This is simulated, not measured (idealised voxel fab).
Presented below is a process module, voxel fin reveal.
Shown is cross-section cut, with a width of 270 nm and square cells of size 5 nm.
For the purposes of this document, a cross-section shall be understood as a grid of square cells, specified as bands listed in top-to-bottom order, each band consisting of one or more rows of cells. What a band's entry tells you: where the top is and where the bottom is, as heights in nm, and after that what lies inside, material by material from left to right, each with its width in nm. Empty space is written as the word "empty", and a single material marked with the word "throughout" occupies the band from edge to edge. Beneath 0, the wafer as received is one material, and that level is where height counting begins. The lowest band goes on downward without a bottom; it is written like "from 0 down". When a width is written as two numbers, as in "30 to 40", the first number is the width in the top row of cells of the band and the second is the width in its bottom row, and the width changes by the same amount from each row to the next. When a step is marked "no modifications", none of the cells in the cross-section changed during that step. "Fully sealed cavities" means: voids of 8 cells or more that are shut off from the top with no open way through. Written width x height at distance, distance from the left edge, in nm. On each step's line, the part that comes after the settings is the simulator's own comment on the step. overlay nm: mask right of planned place by this much (step with mask). Neg. = left.
The process steps that were planned are listed below
step 1: RECEIVE,material Si
step 2: CONFORMAL_DEP,material SiN,thk nm 5
step 3: PATTERN,tone cover,mask id FINS,material resist,width nm 15,pitch nm 45,thk nm 20,overlay nm 0
step 4: DIRECTIONAL_ETCH,etch materials SiN,depth nm 5
step 5: DIRECTIONAL_ETCH,etch materials Si,depth nm 30
step 6: STRIP,etch materials resist
step 7: FILL_DEP,material SiO2,thk nm 15
step 8: CMP,height nm 5
step 9: SELECTIVE_ETCH,etch materials SiO2,depth nm 15
step 10: STRIP,etch materials SiN
step 11: CONFORMAL_DEP,material HfO2,thk nm 5
Incoming wafer in cross-section (state: after step 1)
- from 0 down: Si throughout
- Fully sealed cavities: none
Cross-section, end of module. Start: as above. Plan: as above. Execution: one mistake
- from 5 to 0: 75 nm empty, then 25 nm HfO2, then 20 nm empty, then 25 nm HfO2, then 20 nm empty, then 25 nm HfO2, then 80 nm empty
- from 0 to -5: 75 nm empty, then 5 nm HfO2, then 15 nm Si, then 5 nm HfO2, then 20 nm empty, then 5 nm HfO2, then 15 nm Si, then 5 nm HfO2, then 20 nm empty, then 5 nm HfO2, then 15 nm Si, then 5 nm HfO2, then 80 nm empty
- from -5 to -10: 80 nm HfO2, then 15 nm Si, then 30 nm HfO2, then 15 nm Si, then 30 nm HfO2, then 15 nm Si, then 85 nm HfO2
- from -10 to -20: 80 nm SiO2, then 15 nm Si, then 30 nm SiO2, then 15 nm Si, then 30 nm SiO2, then 15 nm Si, then 85 nm SiO2
- from -20 down: Si throughout
- Fully sealed cavities: none
Deviation from plan: contrary to plan, step 5 was performed as DIRECTIONAL_ETCH,etch materials Si,depth nm 20
